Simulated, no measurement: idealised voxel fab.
Process module heading - voxel ribs on slabs
Shown is cross-section cut, with a width of 190 nm and square cells of size 5 nm.
When this document writes out a cross-section, it uses a grid of square cells and lists it as bands, beginning at the top and moving down, with a band standing for one or more rows of cells. The band entry comprises the height of the band's top followed by the height of its bottom, expressed in nm, and subsequently the band's materials from left to right, each stated together with its width in nm. Where a single material is marked with the word "full width", that material fills the band from edge to edge. The word "blank" represents empty space. Height 0 is the level under which the wafer as received is all one material. The lowest band goes on downwards, as in "0 and below". Read "30..40" as a graded width: first number on top, second number at the bottom, same change between each pair of neighbouring rows. For the purposes of this document, the phrase "changes: none" attached to a step denotes that no cell within the cross-section was modified by that step. The label "Fully sealed cavities" introduces a list of the empty spaces, 8 cells or larger, that have no open way up to the top; each entry in it reads width x height at distance, where the distance is taken from the left edge and all three are stated in nm. Where a step's line continues beyond its settings, the continuation is a remark by the simulator itself on that step. overlay nm: how far to the right of its planned place the mask lay on this masked step (negative: to the left).

THIS SECTION LISTS THE PROCESS STEPS THAT WERE PLANNED
1. RECEIVE | material Si
2. DIRECTIONAL_DEP | material SiO2 | thk nm 20
3. DIRECTIONAL_DEP | material polySi | thk nm 15
4. MASKED_ETCH | tone cover | mask id RIB | width nm 30 | etch materials polySi | depth nm 5 | overlay nm 0
5. DIRECTIONAL_DEP | material aC | thk nm 15
6. PATTERN | tone cover | mask id SLAB | material resist | width nm 70 | thk nm 30 | overlay nm 0
7. DIRECTIONAL_ETCH | etch materials aC | depth nm 15
8. STRIP | etch materials resist
9. DIRECTIONAL_ETCH | etch materials polySi | depth nm 10
10. STRIP | etch materials aC
11. FILL_DEP | material SiO2 | thk nm 30
12. CMP | height nm 55
13. DIRECTIONAL_DEP | material W | thk nm 10
14. PATTERN | tone cover | mask id HEATER | material resist | width nm 40 | thk nm 20 | overlay nm 0
15. DIRECTIONAL_ETCH | etch materials W | depth nm 10
16. STRIP | etch materials resist
17. CONFORMAL_DEP | material SiN | thk nm 5

CROSS-SECTIONAL VIEW OF THE WAFER IN ITS AS-RECEIVED CONDITION, CORRESPONDING TO THE STATE AFTER STEP 1
    0 and below: Si full width
    Fully sealed cavities: none

POST-MODULE CROSS-SECTION OF THE FIRST OF TWO WAFERS (RUN PER PLAN)
    70 down to 65: blank 70  SiN 50  blank 70
    65 down to 60: blank 70  SiN 5  W 40  SiN 5  blank 70
    60 down to 55: SiN 75  W 40  SiN 75
    55 down to 35: SiO2 full width
    35 down to 30: SiO2 80  polySi 30  SiO2 80
    30 down to 20: SiO2 60  polySi 70  SiO2 60
    20 down to 0: SiO2 full width
    0 and below: Si full width
    Fully sealed cavities: none

HERE IS THE SECOND OF THE TWO WAFERS CUT OPEN AT THE END OF THE MODULE - SAME START, SAME PLAN AS THE FIRST ONE, BUT WE MADE ONE MISTAKE RUNNING IT
    65 down to 60: blank 70  SiN 50  blank 70
    60 down to 55: SiN 75  W 40  SiN 75
    55 down to 35: SiO2 full width
    35 down to 30: SiO2 80  polySi 30  SiO2 80
    30 down to 20: SiO2 60  polySi 70  SiO2 60
    20 down to 0: SiO2 full width
    0 and below: Si full width
    Fully sealed cavities: none
The mistake made against the process plan was this: so step 13 ended up running with a different setting than we planned, it ran as DIRECTIONAL_DEP | material W | thk nm 5
In the final state, the cell counts of the second wafer exceed or fall short of those of the first for the following materials: SiN -2 | W -8
